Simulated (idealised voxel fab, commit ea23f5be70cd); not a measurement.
Process module, titled voxel wiring stack
Cross-sectional view cut (width: 235 nm; square cell size: 5 nm).
Cross-sections here: square-cell grids, written as top-down lists of bands, a band being one or more rows of cells.
Quick guide to a band line: top height, bottom height (nm) up front; then every material left to right with its width in nm. Only one material and it's marked "full width"? Then it fills the band edge to edge. And "air" just means empty space.
Heights are expressed relative to 0, this being the level below which the as-received wafer comprises one material exclusively. The lowest band is unbounded in the downward direction and is denoted as in "top 0, no bottom".
When a width is written as two numbers, as in "30->40", the first number is the width in the top row of cells of the band and the second is the width in its bottom row, and the width changes by the same amount from each row to the next.
No cell of the cross-section changed in a step that is given as "nothing different".
Reported under the label "Enclosed voids" are the empty spaces having no open way to the top and comprising 8 cells or more; the notation for each is width x height at distance, in which the distance is measured from the left edge and all three values are in nm.
Formally, on a step line, whatever follows the settings is a remark that the simulator itself makes on the step.
"overlay nm" on a masked step: distance the mask lay right of its planned place, negative for left.

Process steps (planned):
1) RECEIVE [material Si]
2) CONFORMAL_DEP [material SiO2] [thk nm 10]
3) CONFORMAL_DEP [material SiCN] [thk nm 5]
4) DIRECTIONAL_DEP [material lowk] [thk nm 20]
5) DIRECTIONAL_DEP [material aC] [thk nm 10]
6) PATTERN [tone open] [mask id METAL_1] [material resist] [width nm 20] [pitch nm 40] [thk nm 30] [overlay nm 0]
7) DIRECTIONAL_ETCH [etch materials aC] [depth nm 10]
8) STRIP [etch materials resist]
9) DIRECTIONAL_ETCH [etch materials lowk] [depth nm 20]
10) DIRECTIONAL_ETCH [etch materials SiCN] [depth nm 5]
11) STRIP [etch materials aC]
12) CONFORMAL_DEP [material TiN] [thk nm 5]
13) FILL_DEP [material Cu] [thk nm 5]
14) CMP [height nm 35]
15) CONFORMAL_DEP [material SiCN] [thk nm 5]
16) DIRECTIONAL_DEP [material lowk] [thk nm 30]
17) MASKED_ETCH [tone open] [mask id METAL_2_HOLES] [width nm 15] [pitch nm 40] [etch materials lowk] [depth nm 30] [overlay nm 0]
18) MASKED_ETCH [tone open] [mask id METAL_2] [width nm 20] [pitch nm 40] [etch materials lowk] [depth nm 20] [overlay nm 0]
19) MASKED_ETCH [tone open] [mask id METAL_2] [width nm 20] [pitch nm 40] [etch materials SiCN] [depth nm 5] [overlay nm 0]
20) CONFORMAL_DEP [material TiN] [thk nm 5]
21) FILL_DEP [material Ru] [thk nm 10]
22) CMP [height nm 70]
23) CONFORMAL_DEP [material SiCN] [thk nm 5]

Cross-section, incoming material, after step 1:
- top 0, no bottom  Si full width
- Enclosed voids: none

Below is the wafer in cross-section after the module was completed. It began from the starting point shown above and followed the plan shown above, except that one mistake was made while running it:
- top 75, bottom 70  SiCN full width
- top 70, bottom 55  85 nm lowk / 5 nm TiN / 10 nm Ru / 5 nm TiN / 20 nm lowk / 5 nm TiN / 10 nm Ru / 5 nm TiN / 90 nm lowk
- top 55, bottom 50  85 nm lowk / 5 nm TiN / 5 nm Ru / 10 nm TiN / 20 nm lowk / 5 nm TiN / 5 nm Ru / 10 nm TiN / 90 nm lowk
- top 50, bottom 40  85 nm lowk / 5 nm TiN / 5 nm Ru / 5 nm TiN / 25 nm lowk / 5 nm TiN / 5 nm Ru / 5 nm TiN / 95 nm lowk
- top 40, bottom 35  85 nm SiCN / 15 nm TiN / 25 nm SiCN / 15 nm TiN / 95 nm SiCN
- top 35, bottom 20  85 nm lowk / 5 nm TiN / 10 nm Cu / 5 nm TiN / 20 nm lowk / 5 nm TiN / 10 nm Cu / 5 nm TiN / 90 nm lowk
- top 20, bottom 15  85 nm lowk / 20 nm TiN / 20 nm lowk / 20 nm TiN / 90 nm lowk
- top 15, bottom 10  Cu full width
- top 10, bottom 0  SiO2 full width
- top 0, no bottom  Si full width
- Enclosed voids: none
Heads up, the wafer didn't run the way we planned it: off-plan run, step 3, actual operation and settings CONFORMAL_DEP [material Cu] [thk nm 5]
